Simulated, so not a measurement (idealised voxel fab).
Process module name: voxel wiring stack
Shown is cross-section cut, with a width of 240 nm and square cells of size 5 nm.
Cross-sections here: square-cell grids, written as top-down lists of bands, a band being one or more rows of cells. The band entry comprises the height of the band's top followed by the height of its bottom, expressed in nm, and subsequently the band's materials from left to right, each stated together with its width in nm. Where a single material is marked with the word "full width", that material fills the band from edge to edge. The word "empty" represents empty space. Heights are reckoned from 0. Under this level, the received wafer is all of one material. The bottommost band is open-ended downward, for example "0..down". Read "30..40" as a graded width: first number on top, second number at the bottom, same change between each pair of neighbouring rows. "no modification" (step): cross-section cells unchanged, all of them. If an empty space has no open way to the top and is at least 8 cells in size, "Unvented cavities" lists it, written width x height at distance, where distance is measured from the left edge and every value is in nm. What comes after the settings on a step's line is commentary from the simulator itself on that step. Each step line may optionally specify "overlay nm", which for a step with a mask gives the rightward distance between the mask's planned place and where it lay, a negative value indicating the leftward direction. Reading guide: pairs of cross-sections, before and after one process step; after view cut off at lowest changed band; step and settings listed under each pair. Pairs may stem from different runs of this module on the same starting wafer; continuity with the pair above only where the "Cross-section, before" entry states it.
[Cross-section, before]
* 135..110: lowk (50) / empty (20) / lowk (20) / empty (20) / lowk (20) / empty (20) / lowk (20) / empty (20) / lowk (50)
* 110..105: SiCN (50) / empty (20) / SiCN (20) / empty (20) / SiCN (20) / empty (20) / SiCN (20) / empty (20) / SiCN (50)
* 105..85: lowk (50) / Ru (15) / lowk (65) / Ru (15) / lowk (95)
* 85..80: SiCN (50) / Ru (15) / SiCN (65) / Ru (15) / SiCN (95)
* 80..75: SiCN (55) / Ru (30) / SiCN (10) / Ru (30) / SiCN (10) / Ru (30) / SiCN (10) / Ru (30) / SiCN (35)
* 75..60: lowk (60) / TiN (5) / Cu (10) / TiN (5) / lowk (20) / TiN (5) / Cu (10) / TiN (5) / lowk (20) / TiN (5) / Cu (10) / TiN (5) / lowk (20) / TiN (5) / Cu (10) / TiN (5) / lowk (40)
* 60..55: SiCN (60) / TiN (20) / SiCN (20) / TiN (20) / SiCN (20) / TiN (20) / SiCN (20) / TiN (20) / SiCN (40)
* 55..45: lowk (50) / Ru (15) / lowk (25) / Ru (15) / lowk (25) / Ru (15) / lowk (25) / Ru (15) / lowk (55)
* 45..40: SiCN (50) / Ru (15) / SiCN (25) / Ru (15) / SiCN (25) / Ru (15) / SiCN (25) / Ru (15) / SiCN (55)
* 40..15: lowk (50) / W (20) / lowk (20) / W (20) / lowk (20) / W (20) / lowk (20) / W (20) / lowk (50)
* 15..10: lowk (50) / TiN (20) / lowk (20) / TiN (20) / lowk (20) / TiN (20) / lowk (20) / TiN (20) / lowk (50)
* 10..0: SiO2 full width
* 0..down: Si full width
* Unvented cavities: none
[Cut View, Post-Step]
* 140..135: TiN (55) / empty (10) / TiN (30) / empty (10) / TiN (30) / empty (10) / TiN (30) / empty (10) / TiN (55)
* 135..110: lowk (50) / TiN (5) / empty (10) / TiN (5) / lowk (20) / TiN (5) / empty (10) / TiN (5) / lowk (20) / TiN (5) / empty (10) / TiN (5) / lowk (20) / TiN (5) / empty (10) / TiN (5) / lowk (50)
* 110..105: SiCN (50) / TiN (20) / SiCN (20) / TiN (20) / SiCN (20) / TiN (20) / SiCN (20) / TiN (20) / SiCN (50)
* Under the height 105 nothing was changed.
* Unvented cavities: none
Going from the before section above to the after section, the step was CONFORMAL_DEP with material TiN, thk nm 5
Cross-section, before: as in the pair right above, post-step view.
[Cut View, Post-Step]
* 150..140: Ru full width
* 140..135: TiN (55) / Ru (10) / TiN (30) / Ru (10) / TiN (30) / Ru (10) / TiN (30) / Ru (10) / TiN (55)
* 135..110: lowk (50) / TiN (5) / Ru (10) / TiN (5) / lowk (20) / TiN (5) / Ru (10) / TiN (5) / lowk (20) / TiN (5) / Ru (10) / TiN (5) / lowk (20) / TiN (5) / Ru (10) / TiN (5) / lowk (50)
* Under the height 110 nothing was changed.
* Unvented cavities: none
Going from the before section above to the after section, the step was FILL_DEP with material Ru, thk nm 10
Cross-section, before: as in the pair right above, post-step view.
[Cut View, Post-Step]
* 135..110: lowk (50) / TiN (5) / Ru (10) / TiN (5) / lowk (20) / TiN (5) / Ru (10) / TiN (5) / lowk (20) / TiN (5) / Ru (10) / TiN (5) / lowk (20) / TiN (5) / Ru (10) / TiN (5) / lowk (50)
* Under the height 110 nothing was changed.
* Unvented cavities: none
Going from the before section above to the after section, the step was CMP with height nm 135
Cross-section, before: as in the pair right above, post-step view.
[Cut View, Post-Step]
* 140..135: SiCN full width
* Under the height 135 nothing was changed.
* Unvented cavities: none
Going from the before section above to the after section, the step was CONFORMAL_DEP with material SiCN, thk nm 5
[Cross-section, before]
* 135..110: lowk (50) / empty (20) / lowk (20) / empty (20) / lowk (20) / empty (20) / lowk (20) / empty (20) / lowk (50)
* 110..105: SiCN (50) / empty (20) / SiCN (20) / empty (20) / SiCN (20) / empty (20) / SiCN (20) / empty (20) / SiCN (50)
* 105..85: lowk (50) / Ru (15) / lowk (65) / Ru (15) / lowk (95)
* 85..80: SiCN (50) / Ru (15) / SiCN (65) / Ru (15) / SiCN (95)
* 80..75: SiCN (45) / Ru (30) / SiCN (10) / Ru (30) / SiCN (10) / Ru (30) / SiCN (10) / Ru (30) / SiCN (45)
* 75..60: lowk (50) / TiN (5) / Cu (10) / TiN (5) / lowk (20) / TiN (5) / Cu (10) / TiN (5) / lowk (20) / TiN (5) / Cu (10) / TiN (5) / lowk (20) / TiN (5) / Cu (10) / TiN (5) / lowk (50)
* 60..55: SiCN (50) / TiN (20) / SiCN (20) / TiN (20) / SiCN (20) / TiN (20) / SiCN (20) / TiN (20) / SiCN (50)
* 55..45: lowk (50) / Ru (15) / lowk (25) / Ru (15) / lowk (25) / Ru (15) / lowk (25) / Ru (15) / lowk (55)
* 45..40: SiCN (50) / Ru (15) / SiCN (25) / Ru (15) / SiCN (25) / Ru (15) / SiCN (25) / Ru (15) / SiCN (55)
* 40..15: lowk (50) / W (20) / lowk (20) / W (20) / lowk (20) / W (20) / lowk (20) / W (20) / lowk (50)
* 15..10: lowk (50) / TiN (20) / lowk (20) / TiN (20) / lowk (20) / TiN (20) / lowk (20) / TiN (20) / lowk (50)
* 10..0: SiO2 full width
* 0..down: Si full width
* Unvented cavities: none
[Cut View, Post-Step]
* 140..110: lowk (55) / empty (10) / lowk (30) / empty (10) / lowk (30) / empty (10) / lowk (30) / empty (10) / lowk (55)
* 110..105: SiCN (50) / lowk (20) / SiCN (20) / lowk (20) / SiCN (20) / lowk (20) / SiCN (20) / lowk (20) / SiCN (50)
* Under the height 105 nothing was changed.
* Unvented cavities: none
Going from the before section above to the after section, the step was CONFORMAL_DEP with material lowk, thk nm 5
Cross-section, before: as in the pair right above, post-step view.
[Cut View, Post-Step]
* 150..140: Ru full width
* 140..110: lowk (55) / Ru (10) / lowk (30) / Ru (10) / lowk (30) / Ru (10) / lowk (30) / Ru (10) / lowk (55)
* Under the height 110 nothing was changed.
* Unvented cavities: none
Going from the before section above to the after section, the step was FILL_DEP with material Ru, thk nm 10
Cross-section, before: as in the pair right above, post-step view.
[Cut View, Post-Step]
* 135..110: lowk (55) / Ru (10) / lowk (30) / Ru (10) / lowk (30) / Ru (10) / lowk (30) / Ru (10) / lowk (55)
* Under the height 110 nothing was changed.
* Unvented cavities: none
Going from the before section above to the after section, the step was CMP with height nm 135
Cross-section, before: as in the pair right above, post-step view.
[Cut View, Post-Step]
* 140..135: SiCN full width
* Under the height 135 nothing was changed.
* Unvented cavities: none
Going from the before section above to the after section, the step was CONFORMAL_DEP with material SiCN, thk nm 5
[Cross-section, before]
* 105..85: lowk full width
* 85..80: SiCN full width
* 80..75: SiCN (45) / Ru (30) / SiCN (10) / Ru (30) / SiCN (10) / Ru (30) / SiCN (10) / Ru (30) / SiCN (45)
* 75..60: lowk (50) / TiN (5) / Cu (10) / TiN (5) / lowk (20) / TiN (5) / Cu (10) / TiN (5) / lowk (20) / TiN (5) / Cu (10) / TiN (5) / lowk (20) / TiN (5) / Cu (10) / TiN (5) / lowk (50)
* 60..55: SiCN (50) / TiN (20) / SiCN (20) / TiN (20) / SiCN (20) / TiN (20) / SiCN (20) / TiN (20) / SiCN (50)
* 55..45: lowk (50) / Ru (15) / lowk (25) / Ru (15) / lowk (25) / Ru (15) / lowk (25) / Ru (15) / lowk (55)
* 45..40: SiCN (50) / Ru (15) / SiCN (25) / Ru (15) / SiCN (25) / Ru (15) / SiCN (25) / Ru (15) / SiCN (55)
* 40..15: lowk (50) / W (20) / lowk (20) / W (20) / lowk (20) / W (20) / lowk (20) / W (20) / lowk (50)
* 15..10: lowk (50) / TiN (20) / lowk (20) / TiN (20) / lowk (20) / TiN (20) / lowk (20) / TiN (20) / lowk (50)
* 10..0: SiO2 full width
* 0..down: Si full width
* Unvented cavities: none
[Cut View, Post-Step]
* 105..85: empty (50) / lowk (15) / empty (65) / lowk (15) / empty (95)
* Under the height 85 nothing was changed.
* Unvented cavities: none
Going from the before section above to the after section, the step was MASKED_ETCH with tone cover, mask id PLUG_2, width nm 15, pitch nm 80, etch materials lowk, depth nm 20, overlay nm 0
Cross-section, before: as in the pair right above, post-step view.
[Cut View, Post-Step]
* 110..105: empty (45) / SiCN (25) / empty (55) / SiCN (25) / empty (90)
* 105..90: empty (45) / SiCN (5) / lowk (15) / SiCN (5) / empty (55) / SiCN (5) / lowk (15) / SiCN (5) / empty (90)
* 90..85: SiCN (50) / lowk (15) / SiCN (65) / lowk (15) / SiCN (95)
* Under the height 85 nothing was changed.
* Unvented cavities: none
Going from the before section above to the after section, the step was CONFORMAL_DEP with material SiCN, thk nm 5
Cross-section, before: as in the pair right above, post-step view.
[Cut View, Post-Step]
* 135..115: empty (45) / lowk (25) / empty (55) / lowk (25) / empty (90)
* 115..110: lowk full width
* 110..105: lowk (45) / SiCN (25) / lowk (55) / SiCN (25) / lowk (90)
* 105..90: lowk (45) / SiCN (5) / lowk (15) / SiCN (5) / lowk (55) / SiCN (5) / lowk (15) / SiCN (5) / lowk (90)
* Under the height 90 nothing was changed.
* Unvented cavities: none
Going from the before section above to the after section, the step was DIRECTIONAL_DEP with material lowk, thk nm 25
Cross-section, before: as in the pair right above, post-step view.
[Cut View, Post-Step]
* 155..135: resist (50) / empty (20) / resist (20) / empty (20) / resist (20) / empty (20) / resist (20) / empty (20) / resist (50)
* 135..115: resist (45) / lowk (25) / resist (20) / empty (20) / resist (15) / lowk (25) / resist (20) / empty (20) / resist (50)
* Under the height 115 nothing was changed.
* Unvented cavities: none
Going from the before section above to the after section, the step was PATTERN with tone open, mask id METAL_3, material resist, width nm 20, pitch nm 40, thk nm 20, overlay nm 0
Cross-section, before: as in the pair right above, post-step view.
[Cut View, Post-Step]
* 155..135: resist (50) / empty (20) / resist (20) / empty (20) / resist (20) / empty (20) / resist (20) / empty (20) / resist (50)
* 135..115: resist (45) / lowk (5) / empty (20) / resist (20) / empty (20) / resist (15) / lowk (5) / empty (20) / resist (20) / empty (20) / resist (50)
* 115..110: lowk (50) / empty (20) / lowk (20) / empty (20) / lowk (20) / empty (20) / lowk (20) / empty (20) / lowk (50)
* 110..105: lowk (45) / SiCN (25) / lowk (20) / empty (20) / lowk (15) / SiCN (25) / lowk (20) / empty (20) / lowk (50)
* 105..90: lowk (45) / SiCN (5) / lowk (15) / SiCN (5) / lowk (20) / empty (20) / lowk (15) / SiCN (5) / lowk (15) / SiCN (5) / lowk (20) / empty (20) / lowk (50)
* Under the height 90 nothing was changed.
* Unvented cavities: none
Going from the before section above to the after section, the step was DIRECTIONAL_ETCH with etch materials lowk, depth nm 25
Cross-section, before: as in the pair right above, post-step view.
[Cut View, Post-Step]
* 155..135: resist (50) / empty (20) / resist (20) / empty (20) / resist (20) / empty (20) / resist (20) / empty (20) / resist (50)
* 135..115: resist (45) / lowk (5) / empty (20) / resist (20) / empty (20) / resist (15) / lowk (5) / empty (20) / resist (20) / empty (20) / resist (50)
* 115..110: lowk (50) / empty (20) / lowk (20) / empty (20) / lowk (20) / empty (20) / lowk (20) / empty (20) / lowk (50)
* 110..105: lowk (45) / SiCN (5) / empty (20) / lowk (20) / empty (20) / lowk (15) / SiCN (5) / empty (20) / lowk (20) / empty (20) / lowk (50)
* 105..90: lowk (45) / SiCN (5) / lowk (15) / SiCN (5) / lowk (20) / empty (20) / lowk (15) / SiCN (5) / lowk (15) / SiCN (5) / lowk (20) / empty (20) / lowk (50)
* 90..85: SiCN (50) / lowk (15) / SiCN (25) / empty (20) / SiCN (20) / lowk (15) / SiCN (25) / empty (20) / SiCN (50)
* Under the height 85 nothing was changed.
* Unvented cavities: none
Going from the before section above to the after section, the step was DIRECTIONAL_ETCH with etch materials SiCN, depth nm 5
Cross-section, before: as in the pair right above, post-step view.
[Cut View, Post-Step]
* 135..115: empty (45) / lowk (5) / empty (75) / lowk (5) / empty (110)
* Under the height 115 nothing was changed.
* Unvented cavities: none
Going from the before section above to the after section, the step was STRIP with etch materials resist
Cross-section, before: as in the pair right above, post-step view.
[Cut View, Post-Step]
* 140..135: empty (40) / TiN (15) / empty (65) / TiN (15) / empty (105)
* 135..120: empty (40) / TiN (5) / lowk (5) / TiN (5) / empty (65) / TiN (5) / lowk (5) / TiN (5) / empty (105)
* 120..115: TiN (45) / lowk (5) / TiN (5) / empty (10) / TiN (30) / empty (10) / TiN (20) / lowk (5) / TiN (5) / empty (10) / TiN (30) / empty (10) / TiN (55)
* 115..110: lowk (50) / TiN (5) / empty (10) / TiN (5) / lowk (20) / TiN (5) / empty (10) / TiN (5) / lowk (20) / TiN (5) / empty (10) / TiN (5) / lowk (20) / TiN (5) / empty (10) / TiN (5) / lowk (50)
* 110..105: lowk (45) / SiCN (5) / TiN (20) / lowk (20) / TiN (5) / empty (10) / TiN (5) / lowk (15) / SiCN (5) / TiN (20) / lowk (20) / TiN (5) / empty (10) / TiN (5) / lowk (50)
* 105..90: lowk (45) / SiCN (5) / lowk (15) / SiCN (5) / lowk (20) / TiN (5) / empty (10) / TiN (5) / lowk (15) / SiCN (5) / lowk (15) / SiCN (5) / lowk (20) / TiN (5) / empty (10) / TiN (5) / lowk (50)
* 90..85: SiCN (50) / lowk (15) / SiCN (25) / TiN (20) / SiCN (20) / lowk (15) / SiCN (25) / TiN (20) / SiCN (50)
* Under the height 85 nothing was changed.
* Unvented cavities: none
Going from the before section above to the after section, the step was CONFORMAL_DEP with material TiN, thk nm 5
Cross-section, before: as in the pair right above, post-step view.
[Cut View, Post-Step]
* 150..140: Ru full width
* 140..135: Ru (40) / TiN (15) / Ru (65) / TiN (15) / Ru (105)
* 135..120: Ru (40) / TiN (5) / lowk (5) / TiN (5) / Ru (65) / TiN (5) / lowk (5) / TiN (5) / Ru (105)
* 120..115: TiN (45) / lowk (5) / TiN (5) / Ru (10) / TiN (30) / Ru (10) / TiN (20) / lowk (5) / TiN (5) / Ru (10) / TiN (30) / Ru (10) / TiN (55)
* 115..110: lowk (50) / TiN (5) / Ru (10) / TiN (5) / lowk (20) / TiN (5) / Ru (10) / TiN (5) / lowk (20) / TiN (5) / Ru (10) / TiN (5) / lowk (20) / TiN (5) / Ru (10) / TiN (5) / lowk (50)
* 110..105: lowk (45) / SiCN (5) / TiN (20) / lowk (20) / TiN (5) / Ru (10) / TiN (5) / lowk (15) / SiCN (5) / TiN (20) / lowk (20) / TiN (5) / Ru (10) / TiN (5) / lowk (50)
* 105..90: lowk (45) / SiCN (5) / lowk (15) / SiCN (5) / lowk (20) / TiN (5) / Ru (10) / TiN (5) / lowk (15) / SiCN (5) / lowk (15) / SiCN (5) / lowk (20) / TiN (5) / Ru (10) / TiN (5) / lowk (50)
* Under the height 90 nothing was changed.
* Unvented cavities: none
Going from the before section above to the after section, the step was FILL_DEP with material Ru, thk nm 10
Cross-section, before: as in the pair right above, post-step view.
[Cut View, Post-Step]
* 135..120: Ru (40) / TiN (5) / lowk (5) / TiN (5) / Ru (65) / TiN (5) / lowk (5) / TiN (5) / Ru (105)
* Under the height 120 nothing was changed.
* Unvented cavities: none
Going from the before section above to the after section, the step was CMP with height nm 135
Cross-section, before: as in the pair right above, post-step view.
[Cut View, Post-Step]
* 140..135: SiCN full width
* Under the height 135 nothing was changed.
* Unvented cavities: none
Going from the before section above to the after section, the step was CONFORMAL_DEP with material SiCN, thk nm 5
